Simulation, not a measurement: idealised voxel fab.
The following process module bears the name voxel capacitor over wiring.
We display cut, a cross-section 210 nm in width whose square cells are each 5 nm.
Format of a cross-section: grid, square cells. Given as bands. Order: top down. Band: one or more rows of cells.
Heads up on the band format: heights come first, top then bottom, in nm. After that it's the materials left to right, each with its width in nm. A single material flagged "edge to edge" fills the whole band edge to edge, and "empty" means there's empty space there.
The reference from which all heights are counted is 0, the level beneath which the as-received wafer is entirely one material; the lowest band, having no lower bound, proceeds downward and is written after the example "0 down".
Think of "30..40" as a width that walks from the first number to the second as you go down the band, top row to bottom row, taking equal-sized steps from row to row.
Reading "everything unchanged" for a step: not a cell of the cross-section changed in it.
Closed empty spaces: empty space of 8 cells or more with no open way to the top, each as width x height at its distance from the left edge, in nm
Where a step's line continues beyond its settings, the continuation is a remark by the simulator itself on that step.
overlay nm: right-of-plan distance of the mask on a masked step; negative values mean left-of-plan.
[The steps planned for the process are as follows]
- 1: RECEIVE (material Si)
- 2: CONFORMAL_DEP (material SiO2; thk nm 15)
- 3: DIRECTIONAL_DEP (material TiN; thk nm 5)
- 4: DIRECTIONAL_DEP (material W; thk nm 25)
- 5: MASKED_ETCH (tone cover; mask id METAL_1; width nm 20; pitch nm 80; etch materials W; depth nm 25; overlay nm -15)
- 6: MASKED_ETCH (tone cover; mask id METAL_1; width nm 20; pitch nm 80; etch materials TiN; depth nm 5; overlay nm 0)
- 7: CONFORMAL_DEP (material SiN; thk nm 5)
- 8: FILL_DEP (material lowk; thk nm 5)
- 9: CMP (height nm 45)
- 10: CONFORMAL_DEP (material SiCN; thk nm 5)
- 11: DIRECTIONAL_DEP (material SiO2; thk nm 10)
- 12: MASKED_ETCH (tone open; mask id PLUG_1; width nm 15; etch materials SiO2; depth nm 10; overlay nm 0)
- 13: MASKED_ETCH (tone open; mask id PLUG_1; width nm 15; etch materials SiCN; depth nm 5; overlay nm 0)
- 14: CONFORMAL_DEP (material TiN; thk nm 5)
- 15: FILL_DEP (material Cu; thk nm 5)
- 16: CMP (height nm 60)
- 17: DIRECTIONAL_DEP (material TiN; thk nm 5)
- 18: DIRECTIONAL_DEP (material Al2O3; thk nm 5)
- 19: DIRECTIONAL_DEP (material TiN; thk nm 10)
- 20: DIRECTIONAL_DEP (material aC; thk nm 10)
- 21: PATTERN (tone cover; mask id UPPER_PLATE; material resist; width nm 65; thk nm 25; overlay nm 0)
- 22: DIRECTIONAL_ETCH (etch materials aC; depth nm 10)
- 23: STRIP (etch materials resist)
- 24: DIRECTIONAL_ETCH (etch materials TiN; depth nm 10)
- 25: DIRECTIONAL_ETCH (etch materials Al2O3; depth nm 5)
- 26: STRIP (etch materials aC)
- 27: DIRECTIONAL_DEP (material aC; thk nm 10)
- 28: PATTERN (tone cover; mask id LOWER_PLATE; material resist; width nm 75; thk nm 30; overlay nm 0)
- 29: DIRECTIONAL_ETCH (etch materials aC; depth nm 10)
- 30: STRIP (etch materials resist)
- 31: DIRECTIONAL_ETCH (etch materials TiN; depth nm 5)
- 32: STRIP (etch materials aC)
- 33: FILL_DEP (material SiO2; thk nm 20)
- 34: CMP (height nm 95)
- 35: MASKED_ETCH (tone open; mask id PLUG_2; width nm 15; etch materials SiO2; depth nm 15; overlay nm 0)
- 36: CONFORMAL_DEP (material TiN; thk nm 5)
- 37: FILL_DEP (material Ru; thk nm 5)
- 38: CMP (height nm 95)
- 39: CONFORMAL_DEP (material SiCN; thk nm 5)
Same starting wafers, different overlay nm at step 5. Plan value belongs to the first wafer.
[Cross-section of the first of several wafers as received (after step 1)]
	0 down = Si edge to edge
	Closed empty spaces: none
[The table below has one row for each wafer; a row shows, as of the end of the module, how many cells of each material the wafer has gained, marked (+), or lost, marked (-), since it was received, and then the wafer's closed voids]
overlay nm -15, +13 Al2O3, +2 Cu, +2 Ru, +81 SiCN, +54 SiN, +435 SiO2, +69 TiN, +40 W, +144 lowk, Closed empty spaces: none
overlay nm -10, +13 Al2O3, +2 Cu, +2 Ru, +81 SiCN, +54 SiN, +435 SiO2, +67 TiN, +40 W, +146 lowk, Closed empty spaces: none
overlay nm -5, +13 Al2O3, +2 Cu, +2 Ru, +81 SiCN, +54 SiN, +435 SiO2, +65 TiN, +40 W, +148 lowk, Closed empty spaces: none
overlay nm 0, +13 Al2O3, +2 Cu, +2 Ru, +81 SiCN, +54 SiN, +435 SiO2, +63 TiN, +40 W, +150 lowk, Closed empty spaces: none
overlay nm 5, +13 Al2O3, +2 Cu, +2 Ru, +81 SiCN, +54 SiN, +435 SiO2, +65 TiN, +40 W, +148 lowk, Closed empty spaces: none
overlay nm 10, +13 Al2O3, +2 Cu, +2 Ru, +81 SiCN, +54 SiN, +435 SiO2, +67 TiN, +40 W, +146 lowk, Closed empty spaces: none
overlay nm 15, +13 Al2O3, +2 Cu, +2 Ru, +81 SiCN, +54 SiN, +435 SiO2, +69 TiN, +40 W, +144 lowk, Closed empty spaces: none
